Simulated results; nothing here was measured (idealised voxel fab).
process module | voxel trench capacitor
cross-section cut | 245 nm wide | cells 5 nm
A cross-section is a grid of square cells, given in bands from the top down. A band is one or more rows of cells.
Each band's line starts with the height of the band's top and of its bottom, in nm. Then come its materials from left to right, each with its width in nm. One material with "throughout" fills the band from edge to edge. "air" is empty space.
Height 0 is the level under which the wafer as received is all one material. The lowest band goes on downwards, as in "0 down".
A width such as "30 to 40" changes by the same amount from each row of cells to the next, from the band's top row to its bottom row.
"no change" after a step means that no cell of the cross-section changed.
closed voids: empty space of 8 cells or more with no open way to the top, each as width x height at its distance from the left edge, in nm
after a step's settings: what the simulator itself notes on the step
overlay nm, on a step with a mask: how far to the right of its planned place the mask lay; to the left if negative
plan
1 op RECEIVE | material Si
2 op CONFORMAL_DEP | material SiN | thk nm 5
3 op DIRECTIONAL_DEP | material aC | thk nm 15
4 op PATTERN | tone open | mask id TRENCH | material resist | width nm 25 | pitch nm 50 | thk nm 30 | overlay nm 0
5 op DIRECTIONAL_ETCH | etch materials aC | depth nm 15
6 op STRIP | etch materials resist
7 op DIRECTIONAL_ETCH | etch materials SiN | depth nm 5
8 op DIRECTIONAL_ETCH | etch materials Si | depth nm 25
9 op STRIP | etch materials aC
10 op CONFORMAL_DEP | material HfO2 | thk nm 5
11 op CONFORMAL_DEP | material TiN | thk nm 5
12 op FILL_DEP | material W | thk nm 5
13 op CMP | height nm 5
as received, after step 1
  0 down: Si throughout
  closed voids: none
first wafer at the end, as planned
  5 to 0: SiN 60 | HfO2 5 | TiN 5 | W 5 | TiN 5 | HfO2 5 | SiN 25 | HfO2 5 | TiN 5 | W 5 | TiN 5 | HfO2 5 | SiN 25 | HfO2 5 | TiN 5 | W 5 | TiN 5 | HfO2 5 | SiN 60
  0 to -15: Si 60 | HfO2 5 | TiN 5 | W 5 | TiN 5 | HfO2 5 | Si 25 | HfO2 5 | TiN 5 | W 5 | TiN 5 | HfO2 5 | Si 25 | HfO2 5 | TiN 5 | W 5 | TiN 5 | HfO2 5 | Si 60
  -15 to -20: Si 60 | HfO2 5 | TiN 15 | HfO2 5 | Si 25 | HfO2 5 | TiN 15 | HfO2 5 | Si 25 | HfO2 5 | TiN 15 | HfO2 5 | Si 60
  -20 to -25: Si 60 | HfO2 25 | Si 25 | HfO2 25 | Si 25 | HfO2 25 | Si 60
  -25 down: Si throughout
  closed voids: none
second wafer at the end: like start, like plan, one mistake
  5 to 0: W 50 | TiN 5 | HfO2 5 | SiN 25 | HfO2 5 | TiN 5 | W 5 | TiN 5 | HfO2 5 | SiN 25 | HfO2 5 | TiN 5 | W 5 | TiN 5 | HfO2 5 | SiN 25 | HfO2 5 | TiN 5 | W 50
  0 to -15: W 50 | TiN 5 | HfO2 5 | Si 25 | HfO2 5 | TiN 5 | W 5 | TiN 5 | HfO2 5 | Si 25 | HfO2 5 | TiN 5 | W 5 | TiN 5 | HfO2 5 | Si 25 | HfO2 5 | TiN 5 | W 50
  -15 to -20: TiN 55 | HfO2 5 | Si 25 | HfO2 5 | TiN 15 | HfO2 5 | Si 25 | HfO2 5 | TiN 15 | HfO2 5 | Si 25 | HfO2 5 | TiN 55
  -20 to -25: HfO2 60 | Si 25 | HfO2 25 | Si 25 | HfO2 25 | Si 25 | HfO2 60
  -25 down: Si throughout
  closed voids: none
what went wrong: step 4 ran as: op PATTERN | tone cover | mask id TRENCH | material resist | width nm 25 | pitch nm 50 | thk nm 30 | overlay nm 0
at the end the second wafer has, in cells: 19 more of HfO2 | 95 fewer of Si | 19 fewer of SiN | 19 more of TiN | 76 more of W
